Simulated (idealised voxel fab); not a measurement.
Process module name: voxel wiring stack
This is section cut - it's 180 nm across, gridded in 5 nm square cells.
Reading order for cross-sections: top band down to bottom band. Underlying form: a grid of square cells. Band size: one or more rows of cells.
The band entry comprises the height of the band's top followed by the height of its bottom, expressed in nm, and subsequently the band's materials from left to right, each stated together with its width in nm. Where a single material is marked with the word "everywhere", that material fills the band from edge to edge. The word "blank" represents empty space.
The level at which height equals 0 is the one under which the wafer, as it arrives, is entirely one material. No lower edge exists for the bottom band, which continues downward and is notated as in "0 nm and below".
With a width like "30->40", each row of cells in the band differs from the next by the same amount, the top row carrying the first number and the bottom row the second.
The designation "all unchanged", where it is given for a processing step, indicates that no cell of the cross-section was altered in the course of that step.
"Completely enclosed voids" means: voids of 8 cells or more that are shut off from the top with no open way through. Written width x height at distance, distance from the left edge, in nm.
What comes after the settings on a step's line is commentary from the simulator itself on that step.
Steps that use a mask can have "overlay nm" on their line. It says how far the mask sat to the right of where it was meant to be. Negative means to the left.

## plan
step 1: RECEIVE,material Si
step 2: CONFORMAL_DEP,material SiO2,thk nm 15
step 3: DIRECTIONAL_DEP,material TiN,thk nm 5
step 4: DIRECTIONAL_DEP,material W,thk nm 20
step 5: PATTERN,tone cover,mask id METAL_1,material resist,width nm 20,pitch nm 45,thk nm 15,overlay nm 0
step 6: DIRECTIONAL_ETCH,etch materials W,depth nm 20
step 7: DIRECTIONAL_ETCH,etch materials TiN,depth nm 5
step 8: STRIP,etch materials resist
step 9: CONFORMAL_DEP,material SiCN,thk nm 5
step 10: FILL_DEP,material SiO2,thk nm 5
step 11: CMP,height nm 40
step 12: CONFORMAL_DEP,material SiCN,thk nm 5
step 13: DIRECTIONAL_DEP,material lowk,thk nm 25
step 14: MASKED_ETCH,tone open,mask id METAL_2,width nm 20,pitch nm 45,etch materials lowk,depth nm 15,overlay nm 0
step 15: PATTERN,tone open,mask id METAL_2_HOLES,material resist,width nm 15,thk nm 20,overlay nm 0
step 16: DIRECTIONAL_ETCH,etch materials lowk,depth nm 10
step 17: DIRECTIONAL_ETCH,etch materials SiCN,depth nm 5
step 18: STRIP,etch materials resist
step 19: CONFORMAL_DEP,material TiN,thk nm 5
step 20: FILL_DEP,material Cu,thk nm 5
step 21: CMP,height nm 70
step 22: CONFORMAL_DEP,material SiN,thk nm 5

## Cross-section of the wafer as it came to us, i.e., already through step 1
0 nm and below = Si everywhere
Completely enclosed voids: none

## Final wafer profile in cross-section after the module, from the same start and plan as above, with one mistake made during processing
75 nm to 70 nm = SiN everywhere
70 nm to 60 nm = lowk 55 nm, TiN 5 nm, Cu 10 nm, TiN 5 nm, lowk 25 nm, TiN 5 nm, Cu 10 nm, TiN 5 nm, lowk 60 nm
60 nm to 55 nm = lowk 55 nm, TiN 5 nm, Cu 5 nm, TiN 10 nm, lowk 25 nm, TiN 20 nm, lowk 60 nm
55 nm to 50 nm = lowk 55 nm, TiN 5 nm, Cu 5 nm, TiN 5 nm, lowk 110 nm
50 nm to 45 nm = lowk 55 nm, TiN 15 nm, lowk 110 nm
45 nm to 40 nm = lowk everywhere
40 nm to 20 nm = SiO2 50 nm, SiCN 5 nm, W 20 nm, SiCN 5 nm, SiO2 15 nm, SiCN 5 nm, W 20 nm, SiCN 5 nm, SiO2 55 nm
20 nm to 15 nm = SiCN 55 nm, TiN 20 nm, SiCN 25 nm, TiN 20 nm, SiCN 60 nm
15 nm to 0 nm = SiO2 everywhere
0 nm and below = Si everywhere
Completely enclosed voids: none
Which mistake was made when the wafer was run? step 12 ran as: CONFORMAL_DEP,material lowk,thk nm 5
